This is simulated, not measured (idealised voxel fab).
Module name: voxel ribs on slabs (process module)
Square cells of 5 nm make up the cross-section cut, whose width is 285 nm.
This document writes a cross-section as a grid whose cells are square, and gives it as bands, listed from the top down; one or more rows of cells form a band.
Within each band entry, the heights of the top and of the bottom of the band appear first, in that order and in nm; the materials of the band then follow from left to right, each with its corresponding width in nm. The designation "throughout" on a single material indicates that it fills the band from edge to edge; the designation "empty" indicates empty space.
Counting heights begins at 0, where everything beneath is, in the wafer as received, one material. The lowest band has no bottom; it goes on downwards, as "0 down" shows.
Note: "30 to 40" means the width goes from the first number (top row of the band) to the second number (bottom row) in equal steps per row of cells.
"no alterations made" after a step means that no cell of the cross-section changed.
Listed in "Fully sealed cavities": every empty space of 8 or more cells without an open way to the top. Form: width x height at distance, the distance being from the left edge, all in nm.
Read whatever lies past the settings on a step's line as the simulator's own remark about the step.
What "overlay nm" on a step's line means: if the step has a mask, that mask lay this far to the right of its planned place, or, when the value is negative, to the left.

Intended process steps:
- 1: RECEIVE, material Si
- 2: DIRECTIONAL_DEP, material SiO2, thk nm 30
- 3: DIRECTIONAL_DEP, material SiN, thk nm 25
- 4: DIRECTIONAL_DEP, material aC, thk nm 10
- 5: PATTERN, tone cover, mask id RIB, material resist, width nm 30, thk nm 25, overlay nm 0
- 6: DIRECTIONAL_ETCH, etch materials aC, depth nm 10
- 7: STRIP, etch materials resist
- 8: DIRECTIONAL_ETCH, etch materials SiN, depth nm 5
- 9: STRIP, etch materials aC
- 10: MASKED_ETCH, tone cover, mask id SLAB, width nm 60, etch materials SiN, depth nm 20, overlay nm 0
- 11: FILL_DEP, material SiO2, thk nm 25
- 12: CMP, height nm 70
- 13: DIRECTIONAL_DEP, material TiN, thk nm 10
- 14: PATTERN, tone cover, mask id HEATER, material resist, width nm 40, thk nm 20, overlay nm 0
- 15: DIRECTIONAL_ETCH, etch materials TiN, depth nm 10
- 16: STRIP, etch materials resist
- 17: CONFORMAL_DEP, material SiN, thk nm 5

Cross-section of the incoming wafer, state after step 1:
    0 down = Si throughout
    Fully sealed cavities: none

Cross-section, first of two wafers, end of module, run as planned:
    85 to 80 = empty: 115; SiN: 50; empty: 120
    80 to 75 = empty: 115; SiN: 5; TiN: 40; SiN: 5; empty: 120
    75 to 70 = SiN: 120; TiN: 40; SiN: 125
    70 to 55 = SiO2 throughout
    55 to 50 = SiO2: 125; SiN: 30; SiO2: 130
    50 to 30 = SiO2: 110; SiN: 60; SiO2: 115
    30 to 0 = SiO2 throughout
    0 down = Si throughout
    Fully sealed cavities: none

Now the second wafer, cross-sectioned at the end of the module. Nothing different at the start, nothing different in the plan compared with the first, just one mistake when it was actually run:
    85 to 80 = empty: 115; SiN: 50; empty: 120
    80 to 75 = empty: 115; SiN: 5; TiN: 40; SiN: 5; empty: 120
    75 to 70 = SiN: 120; TiN: 40; SiN: 125
    70 to 55 = SiO2 throughout
    55 to 50 = SiO2: 125; SiN: 30; SiO2: 130
    50 to 30 = SiO2: 120; SiN: 60; SiO2: 105
    30 to 0 = SiO2 throughout
    0 down = Si throughout
    Fully sealed cavities: none
Error vs. plan: it should be noted that step 10 was executed with settings other than those planned, the operation and settings actually applied being MASKED_ETCH, tone cover, mask id SLAB, width nm 60, etch materials SiN, depth nm 20, overlay nm 10
Tallied in cells, the final second wafer holds each material in the same quantity as the first, although not at the same places.
